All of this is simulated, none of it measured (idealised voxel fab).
process module | voxel lift off
cross-section cut | 295 nm wide | cells 5 nm
A cross-section is a grid of square cells, given in bands from the top down. A band is one or more rows of cells.
Each band's line starts with the height of the band's top and of its bottom, in nm. Then come its materials from left to right, each with its width in nm. One material with "throughout" fills the band from edge to edge. "air" is empty space.
Height 0 is the level under which the wafer as received is all one material. The lowest band goes on downwards, as in "0 down".
A width such as "30 to 40" changes by the same amount from each row of cells to the next, from the band's top row to its bottom row.
"no change" after a step means that no cell of the cross-section changed.
closed voids: empty space of 8 cells or more with no open way to the top, each as width x height at its distance from the left edge, in nm
after a step's settings: what the simulator itself notes on the step
overlay nm, on a step with a mask: how far to the right of its planned place the mask lay; to the left if negative
plan
1 op RECEIVE | material Si
2 op CONFORMAL_DEP | material SiN | thk nm 15
3 op PATTERN | tone open | mask id LINES | material resist | width nm 20 | pitch nm 35 | thk nm 30 | overlay nm 0
4 op DIRECTIONAL_DEP | material Ru | thk nm 15
5 op STRIP | etch materials resist
6 op CONFORMAL_DEP | material SiN | thk nm 5
first wafer, as planned
as received, after step 1
  0 down: Si throughout
  closed voids: none
after step 2
  15 to 0: SiN throughout
  below 0: unchanged
after step 3
  45 to 15: resist 120 | air 20 | resist 15 | air 20 | resist 120
  below 15: unchanged
after step 4
  60 to 45: Ru 120 | air 20 | Ru 15 | air 20 | Ru 120
  45 to 30: resist 120 | air 20 | resist 15 | air 20 | resist 120
  30 to 15: resist 120 | Ru 20 | resist 15 | Ru 20 | resist 120
  below 15: unchanged
after step 5
  30 to 15: air 120 | Ru 20 | air 15 | Ru 20 | air 120
  below 15: unchanged
after step 6
  35 to 30: air 115 | SiN 30 | air 5 | SiN 30 | air 115
  30 to 20: air 115 | SiN 5 | Ru 20 | SiN 5 | air 5 | SiN 5 | Ru 20 | SiN 5 | air 115
  20 to 15: SiN 120 | Ru 20 | SiN 15 | Ru 20 | SiN 120
  below 15: unchanged
second wafer: like start, like plan, one mistake. Through step 5 it matches the first wafer
when step 6 should have ended: no change
what went wrong: step 6 was left out
at the end the second wafer has, in cells: 71 fewer of SiN
